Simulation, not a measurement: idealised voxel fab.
The process module presented herein is designated voxel fin reveal.
FYI the section here is cut, 255 nm wide, cells are 5 nm squares.
In what follows, cross-sections appear as grids of square cells, described through bands that run from the top down, where every band is one or more rows of cells.
Top height, bottom height, nm. Materials left to right, width each, nm. Single material + "all across" = fills band edge to edge. "air" = empty.
All heights in this document are referenced to 0, defined as the level beneath which the wafer, as received, consists entirely of one material. The lowest band is not bounded below; it extends indefinitely downward and is written in the form "0..down".
It should be noted that a width expressed as "30->40" varies in equal increments from row to row of cells within the band, taking the value of the first number at the top row and that of the second number at the bottom row.
When a step is marked "identical to before", none of the cells in the cross-section changed during that step.
Closed empty spaces (no open way to the top) of 8 cells or more are what "Enclosed cavities" lists, each as width x height at distance from the left edge, nm for all three.
Heads up: the bit after the settings on a step's line is the simulator's remark on that step.
If you see "overlay nm" on a step's line and that step has a mask, it's telling you how far right of where it was planned the mask ended up; a negative number means it went left instead.

## Here's what the planned process steps look like
1) RECEIVE, material Si
2) CONFORMAL_DEP, material SiN, thk nm 10
3) MASKED_ETCH, tone cover, mask id FINS, width nm 15, pitch nm 35, etch materials SiN, depth nm 10, overlay nm 0
4) MASKED_ETCH, tone cover, mask id FINS, width nm 15, pitch nm 35, etch materials Si, depth nm 35, overlay nm 0
5) FILL_DEP, material SiO2, thk nm 15
6) CMP, height nm 10
7) SELECTIVE_ETCH, etch materials SiO2, depth nm 20
8) STRIP, etch materials SiN

## The cross-section here shows the wafer as received, i.e. in its state after step 1
> 0..down: Si all across
> Enclosed cavities: none

## Cross-section, first of two wafers, end of module, run as planned
> 0..-10: 65 nm air, 15 nm Si, 20 nm air, 15 nm Si, 20 nm air, 15 nm Si, 20 nm air, 15 nm Si, 70 nm air
> -10..-35: 65 nm SiO2, 15 nm Si, 20 nm SiO2, 15 nm Si, 20 nm SiO2, 15 nm Si, 20 nm SiO2, 15 nm Si, 70 nm SiO2
> -35..down: Si all across
> Enclosed cavities: none

## End-of-module cross-section of the second wafer: identical starting point and process plan to the first, with one processing mistake
> 10..0: 65 nm air, 15 nm SiN, 20 nm air, 15 nm SiN, 20 nm air, 15 nm SiN, 20 nm air, 15 nm SiN, 70 nm air
> 0..-35: 65 nm air, 15 nm Si, 20 nm air, 15 nm Si, 20 nm air, 15 nm Si, 20 nm air, 15 nm Si, 70 nm air
> -35..down: Si all across
> Enclosed cavities: none
Heads up, the wafer didn't run the way we planned it: so step 8 ended up running with a different setting than we planned, it ran as STRIP, etch materials SiO2
Final comparison by cell count, materials where the second wafer has more or fewer than the first: 24 more of SiN; 195 fewer of SiO2
